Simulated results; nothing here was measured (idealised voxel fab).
process module | voxel gate over fins
cross-section cut | 230 nm wide | cells 5 nm
A cross-section is a grid of square cells, given in bands from the top down. A band is one or more rows of cells.
Each band's line starts with the height of the band's top and of its bottom, in nm. Then come its materials from left to right, each with its width in nm. One material with "throughout" fills the band from edge to edge. "air" is empty space.
Height 0 is the level under which the wafer as received is all one material. The lowest band goes on downwards, as in "0 down".
A width such as "30 to 40" changes by the same amount from each row of cells to the next, from the band's top row to its bottom row.
"no change" after a step means that no cell of the cross-section changed.
closed voids: empty space of 8 cells or more with no open way to the top, each as width x height at its distance from the left edge, in nm
after a step's settings: what the simulator itself notes on the step
overlay nm, on a step with a mask: how far to the right of its planned place the mask lay; to the left if negative
plan
1 op RECEIVE | material Si
2 op CONFORMAL_DEP | material SiN | thk nm 10
3 op MASKED_ETCH | tone cover | mask id FINS | width nm 15 | pitch nm 50 | etch materials SiN | depth nm 10 | overlay nm 0
4 op MASKED_ETCH | tone cover | mask id FINS | width nm 15 | pitch nm 50 | etch materials Si | depth nm 35 | overlay nm 0
5 op FILL_DEP | material SiO2 | thk nm 5
6 op CMP | height nm 10
7 op MASKED_ETCH | tone open | mask id RAIL | width nm 15 | etch materials SiO2 | depth nm 40 | overlay nm 0
8 op CONFORMAL_DEP | material TiN | thk nm 5
9 op FILL_DEP | material Ru | thk nm 10
10 op CMP | height nm 10
11 op SELECTIVE_ETCH | etch materials W Ru TiN | depth nm 35
12 op FILL_DEP | material SiO2 | thk nm 5
13 op CMP | height nm 10
14 op SELECTIVE_ETCH | etch materials SiO2 | depth nm 25
15 op STRIP | etch materials SiN
16 op CONFORMAL_DEP | material HfO2 | thk nm 5
17 op CONFORMAL_DEP | material TiN | thk nm 5
18 op CONFORMAL_DEP | material TiAl | thk nm 5
19 op CONFORMAL_DEP | material TiN | thk nm 5
20 op FILL_DEP | material W | thk nm 10
21 op CMP | height nm 25
22 op CONFORMAL_DEP | material SiCN | thk nm 5
first wafer, as planned
as received, after step 1
  0 down: Si throughout
  closed voids: none
after step 2
  10 to 0: SiN throughout
  below 0: unchanged
after step 3
  10 to 0: air 80 | SiN 15 | air 35 | SiN 15 | air 85
  below 0: unchanged
after step 4
  10 to 0: air 80 | SiN 15 | air 35 | SiN 15 | air 85
  0 to -35: air 80 | Si 15 | air 35 | Si 15 | air 85
  below -35: unchanged
after step 5
  15 to 10: SiO2 throughout
  10 to 0: SiO2 80 | SiN 15 | SiO2 35 | SiN 15 | SiO2 85
  0 to -35: SiO2 80 | Si 15 | SiO2 35 | Si 15 | SiO2 85
  below -35: unchanged
after step 6
  10 to 0: SiO2 80 | SiN 15 | SiO2 35 | SiN 15 | SiO2 85
  below 0: unchanged
after step 7
  10 to 0: SiO2 80 | SiN 15 | SiO2 10 | air 15 | SiO2 10 | SiN 15 | SiO2 85
  0 to -30: SiO2 80 | Si 15 | SiO2 10 | air 15 | SiO2 10 | Si 15 | SiO2 85
  below -30: unchanged
after step 8
  15 to 10: TiN 110 | air 5 | TiN 115
  10 to 0: SiO2 80 | SiN 15 | SiO2 10 | TiN 5 | air 5 | TiN 5 | SiO2 10 | SiN 15 | SiO2 85
  0 to -25: SiO2 80 | Si 15 | SiO2 10 | TiN 5 | air 5 | TiN 5 | SiO2 10 | Si 15 | SiO2 85
  -25 to -30: SiO2 80 | Si 15 | SiO2 10 | TiN 15 | SiO2 10 | Si 15 | SiO2 85
  below -30: unchanged
after step 9
  25 to 15: Ru throughout
  15 to 10: TiN 110 | Ru 5 | TiN 115
  10 to 0: SiO2 80 | SiN 15 | SiO2 10 | TiN 5 | Ru 5 | TiN 5 | SiO2 10 | SiN 15 | SiO2 85
  0 to -25: SiO2 80 | Si 15 | SiO2 10 | TiN 5 | Ru 5 | TiN 5 | SiO2 10 | Si 15 | SiO2 85
  below -25: unchanged
after step 10
  10 to 0: SiO2 80 | SiN 15 | SiO2 10 | TiN 5 | Ru 5 | TiN 5 | SiO2 10 | SiN 15 | SiO2 85
  below 0: unchanged
after step 11
  10 to 0: SiO2 80 | SiN 15 | SiO2 10 | air 15 | SiO2 10 | SiN 15 | SiO2 85
  0 to -25: SiO2 80 | Si 15 | SiO2 10 | air 15 | SiO2 10 | Si 15 | SiO2 85
  below -25: unchanged
after step 12
  15 to 10: SiO2 throughout
  10 to 0: SiO2 80 | SiN 15 | SiO2 35 | SiN 15 | SiO2 85
  0 to -25: SiO2 80 | Si 15 | SiO2 35 | Si 15 | SiO2 85
  below -25: unchanged
after step 13
  10 to 0: SiO2 80 | SiN 15 | SiO2 35 | SiN 15 | SiO2 85
  below 0: unchanged
after step 14
  10 to 0: air 80 | SiN 15 | air 35 | SiN 15 | air 85
  0 to -15: air 80 | Si 15 | air 35 | Si 15 | air 85
  below -15: unchanged
after step 15
  0 to -15: air 80 | Si 15 | air 35 | Si 15 | air 85
  below -15: unchanged
after step 16
  5 to 0: air 75 | HfO2 25 | air 25 | HfO2 25 | air 80
  0 to -10: air 75 | HfO2 5 | Si 15 | HfO2 5 | air 25 | HfO2 5 | Si 15 | HfO2 5 | air 80
  -10 to -15: HfO2 80 | Si 15 | HfO2 35 | Si 15 | HfO2 85
  below -15: unchanged
after step 17
  10 to 5: air 70 | TiN 35 | air 15 | TiN 35 | air 75
  5 to 0: air 70 | TiN 5 | HfO2 25 | TiN 5 | air 15 | TiN 5 | HfO2 25 | TiN 5 | air 75
  0 to -5: air 70 | TiN 5 | HfO2 5 | Si 15 | HfO2 5 | TiN 5 | air 15 | TiN 5 | HfO2 5 | Si 15 | HfO2 5 | TiN 5 | air 75
  -5 to -10: TiN 75 | HfO2 5 | Si 15 | HfO2 5 | TiN 25 | HfO2 5 | Si 15 | HfO2 5 | TiN 80
  below -10: unchanged
after step 18
  15 to 10: air 65 | TiAl 45 | air 5 | TiAl 45 | air 70
  10 to 5: air 65 | TiAl 5 | TiN 35 | TiAl 5 | air 5 | TiAl 5 | TiN 35 | TiAl 5 | air 70
  5 to 0: air 65 | TiAl 5 | TiN 5 | HfO2 25 | TiN 5 | TiAl 5 | air 5 | TiAl 5 | TiN 5 | HfO2 25 | TiN 5 | TiAl 5 | air 70
  0 to -5: TiAl 70 | TiN 5 | HfO2 5 | Si 15 | HfO2 5 | TiN 5 | TiAl 15 | TiN 5 | HfO2 5 | Si 15 | HfO2 5 | TiN 5 | TiAl 75
  below -5: unchanged
after step 19
  20 to 15: air 60 | TiN 105 | air 65
  15 to 10: air 60 | TiN 5 | TiAl 45 | TiN 5 | TiAl 45 | TiN 5 | air 65
  10 to 5: air 60 | TiN 5 | TiAl 5 | TiN 35 | TiAl 5 | TiN 5 | TiAl 5 | TiN 35 | TiAl 5 | TiN 5 | air 65
  5 to 0: TiN 65 | TiAl 5 | TiN 5 | HfO2 25 | TiN 5 | TiAl 5 | TiN 5 | TiAl 5 | TiN 5 | HfO2 25 | TiN 5 | TiAl 5 | TiN 70
  below 0: unchanged
after step 20
  30 to 20: W throughout
  20 to 15: W 60 | TiN 105 | W 65
  15 to 10: W 60 | TiN 5 | TiAl 45 | TiN 5 | TiAl 45 | TiN 5 | W 65
  10 to 5: W 60 | TiN 5 | TiAl 5 | TiN 35 | TiAl 5 | TiN 5 | TiAl 5 | TiN 35 | TiAl 5 | TiN 5 | W 65
  below 5: unchanged
after step 21
  25 to 20: W throughout
  below 20: unchanged
after step 22
  30 to 25: SiCN throughout
  below 25: unchanged
second wafer: like start, like plan, one mistake. Through step 3 it matches the first wafer
when step 4 should have ended
  10 to 0: air 80 | SiN 15 | air 35 | SiN 15 | air 85
  0 to -70: air 80 | Si 15 | air 35 | Si 15 | air 85
  below -70: unchanged
when step 5 should have ended
  15 to 10: SiO2 throughout
  10 to 0: SiO2 80 | SiN 15 | SiO2 35 | SiN 15 | SiO2 85
  0 to -70: SiO2 80 | Si 15 | SiO2 35 | Si 15 | SiO2 85
  below -70: unchanged
when step 6 should have ended
  10 to 0: SiO2 80 | SiN 15 | SiO2 35 | SiN 15 | SiO2 85
  below 0: unchanged
when step 7 should have ended
  10 to 0: SiO2 80 | SiN 15 | SiO2 10 | air 15 | SiO2 10 | SiN 15 | SiO2 85
  0 to -30: SiO2 80 | Si 15 | SiO2 10 | air 15 | SiO2 10 | Si 15 | SiO2 85
  below -30: unchanged
when step 8 should have ended
  15 to 10: TiN 110 | air 5 | TiN 115
  10 to 0: SiO2 80 | SiN 15 | SiO2 10 | TiN 5 | air 5 | TiN 5 | SiO2 10 | SiN 15 | SiO2 85
  0 to -25: SiO2 80 | Si 15 | SiO2 10 | TiN 5 | air 5 | TiN 5 | SiO2 10 | Si 15 | SiO2 85
  -25 to -30: SiO2 80 | Si 15 | SiO2 10 | TiN 15 | SiO2 10 | Si 15 | SiO2 85
  below -30: unchanged
when step 9 should have ended
  25 to 15: Ru throughout
  15 to 10: TiN 110 | Ru 5 | TiN 115
  10 to 0: SiO2 80 | SiN 15 | SiO2 10 | TiN 5 | Ru 5 | TiN 5 | SiO2 10 | SiN 15 | SiO2 85
  0 to -25: SiO2 80 | Si 15 | SiO2 10 | TiN 5 | Ru 5 | TiN 5 | SiO2 10 | Si 15 | SiO2 85
  below -25: unchanged
when step 10 should have ended
  10 to 0: SiO2 80 | SiN 15 | SiO2 10 | TiN 5 | Ru 5 | TiN 5 | SiO2 10 | SiN 15 | SiO2 85
  below 0: unchanged
when step 11 should have ended
  10 to 0: SiO2 80 | SiN 15 | SiO2 10 | air 15 | SiO2 10 | SiN 15 | SiO2 85
  0 to -25: SiO2 80 | Si 15 | SiO2 10 | air 15 | SiO2 10 | Si 15 | SiO2 85
  below -25: unchanged
when step 12 should have ended
  15 to 10: SiO2 throughout
  10 to 0: SiO2 80 | SiN 15 | SiO2 35 | SiN 15 | SiO2 85
  0 to -25: SiO2 80 | Si 15 | SiO2 35 | Si 15 | SiO2 85
  below -25: unchanged
when step 13 should have ended
  10 to 0: SiO2 80 | SiN 15 | SiO2 35 | SiN 15 | SiO2 85
  below 0: unchanged
when step 14 should have ended
  10 to 0: air 80 | SiN 15 | air 35 | SiN 15 | air 85
  0 to -15: air 80 | Si 15 | air 35 | Si 15 | air 85
  below -15: unchanged
when step 15 should have ended
  0 to -15: air 80 | Si 15 | air 35 | Si 15 | air 85
  below -15: unchanged
when step 16 should have ended
  5 to 0: air 75 | HfO2 25 | air 25 | HfO2 25 | air 80
  0 to -10: air 75 | HfO2 5 | Si 15 | HfO2 5 | air 25 | HfO2 5 | Si 15 | HfO2 5 | air 80
  -10 to -15: HfO2 80 | Si 15 | HfO2 35 | Si 15 | HfO2 85
  below -15: unchanged
when step 17 should have ended
  10 to 5: air 70 | TiN 35 | air 15 | TiN 35 | air 75
  5 to 0: air 70 | TiN 5 | HfO2 25 | TiN 5 | air 15 | TiN 5 | HfO2 25 | TiN 5 | air 75
  0 to -5: air 70 | TiN 5 | HfO2 5 | Si 15 | HfO2 5 | TiN 5 | air 15 | TiN 5 | HfO2 5 | Si 15 | HfO2 5 | TiN 5 | air 75
  -5 to -10: TiN 75 | HfO2 5 | Si 15 | HfO2 5 | TiN 25 | HfO2 5 | Si 15 | HfO2 5 | TiN 80
  below -10: unchanged
when step 18 should have ended
  15 to 10: air 65 | TiAl 45 | air 5 | TiAl 45 | air 70
  10 to 5: air 65 | TiAl 5 | TiN 35 | TiAl 5 | air 5 | TiAl 5 | TiN 35 | TiAl 5 | air 70
  5 to 0: air 65 | TiAl 5 | TiN 5 | HfO2 25 | TiN 5 | TiAl 5 | air 5 | TiAl 5 | TiN 5 | HfO2 25 | TiN 5 | TiAl 5 | air 70
  0 to -5: TiAl 70 | TiN 5 | HfO2 5 | Si 15 | HfO2 5 | TiN 5 | TiAl 15 | TiN 5 | HfO2 5 | Si 15 | HfO2 5 | TiN 5 | TiAl 75
  below -5: unchanged
when step 19 should have ended
  20 to 15: air 60 | TiN 105 | air 65
  15 to 10: air 60 | TiN 5 | TiAl 45 | TiN 5 | TiAl 45 | TiN 5 | air 65
  10 to 5: air 60 | TiN 5 | TiAl 5 | TiN 35 | TiAl 5 | TiN 5 | TiAl 5 | TiN 35 | TiAl 5 | TiN 5 | air 65
  5 to 0: TiN 65 | TiAl 5 | TiN 5 | HfO2 25 | TiN 5 | TiAl 5 | TiN 5 | TiAl 5 | TiN 5 | HfO2 25 | TiN 5 | TiAl 5 | TiN 70
  below 0: unchanged
when step 20 should have ended
  30 to 20: W throughout
  20 to 15: W 60 | TiN 105 | W 65
  15 to 10: W 60 | TiN 5 | TiAl 45 | TiN 5 | TiAl 45 | TiN 5 | W 65
  10 to 5: W 60 | TiN 5 | TiAl 5 | TiN 35 | TiAl 5 | TiN 5 | TiAl 5 | TiN 35 | TiAl 5 | TiN 5 | W 65
  below 5: unchanged
when step 21 should have ended
  25 to 20: W throughout
  below 20: unchanged
when step 22 should have ended
  30 to 25: SiCN throughout
  below 25: unchanged
what went wrong: step 4 was run twice
at the end the second wafer has, in cells: 280 fewer of Si | 280 more of SiO2
